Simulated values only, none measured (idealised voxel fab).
Proc. module: voxel self aligned contacts
The cross-section shown here is cut; it is 160 nm wide and divided into square cells measuring 5 nm on a side.
We lay out every cross-section as a grid of square cells and spell it out in bands from the top down, where one band means one or more rows of cells. Per band: top height and bottom height in nm, followed by the left-to-right materials and their widths in nm; "edge to edge" marks a single material spanning edge to edge, "air" marks empty space. All heights in this document are referenced to 0, defined as the level beneath which the wafer, as received, consists entirely of one material. The lowest band is not bounded below; it extends indefinitely downward and is written in the form "0 down". Quick explanation for "30..40": the width changes in equal steps down the rows of cells, from the first number in the band's top row to the second number in its bottom row. For the purposes of this document, the phrase "no modification" attached to a step denotes that no cell within the cross-section was modified by that step. Any empty space of 8 cells or more lacking an open way to the top shows up in "Closed cavity list" as width x height at distance, distance from the left edge, in nm. If you see something after the settings on a step's line, that's the simulator's own remark about that step. "overlay nm" answers the question of how far to the right of plan the mask lay on a step that has a mask, and when it is negative the answer is to the left.

# The planned process steps are enumerated hereunder
1) RECEIVE: material Si
2) OXIDIZE: depth nm 5
3) DIRECTIONAL_DEP: material polySi, thk nm 30
4) DIRECTIONAL_DEP: material SiN, thk nm 25
5) PATTERN: tone cover, mask id GATE, material resist, width nm 35, pitch nm 70, thk nm 20, overlay nm 0
6) DIRECTIONAL_ETCH: etch materials SiN, depth nm 25
7) DIRECTIONAL_ETCH: etch materials polySi, depth nm 30
8) STRIP: etch materials resist
9) CONFORMAL_DEP: material SiN, thk nm 10
10) DIRECTIONAL_ETCH: etch materials SiN, depth nm 10
11) FILL_DEP: material SiO2, thk nm 15
12) CMP: height nm 65
13) DIRECTIONAL_DEP: material aC, thk nm 15
14) PATTERN: tone open, mask id CONTACT, material resist, width nm 45, thk nm 35, overlay nm 0
15) DIRECTIONAL_ETCH: etch materials aC, depth nm 15
16) STRIP: etch materials resist
17) DIRECTIONAL_ETCH: etch materials SiO2, depth nm 70
18) STRIP: etch materials aC
19) CONFORMAL_DEP: material TiN, thk nm 5
20) FILL_DEP: material W, thk nm 10
21) CMP: height nm 65
22) CONFORMAL_DEP: material SiN, thk nm 5

# Cross-section: wafer on arrival = after step 1
  0 down = Si edge to edge
  Closed cavity list: none

# The cross-section shown corresponds to the wafer at the conclusion of the module. The initial structure and the process plan are those presented above; however, one mistake occurred in executing the plan
  70 to 65 = SiN edge to edge
  65 to 60 = 15 SiO2, then 55 SiN, then 5 TiN, then 5 W, then 5 TiN, then 55 SiN, then 20 SiO2
  60 to 35 = 15 SiO2, then 10 SiN, then 35 polySi, then 10 SiN, then 5 TiN, then 5 W, then 5 TiN, then 10 SiN, then 35 polySi, then 10 SiN, then 20 SiO2
  35 to 30 = 15 SiO2, then 10 SiN, then 35 polySi, then 10 SiN, then 15 TiN, then 10 SiN, then 35 polySi, then 10 SiN, then 20 SiO2
  30 to 0 = polySi edge to edge
  0 to -5 = SiO2 edge to edge
  -5 down = Si edge to edge
  Closed cavity list: none
Here's what went sideways: step 3 from the plan got run twice
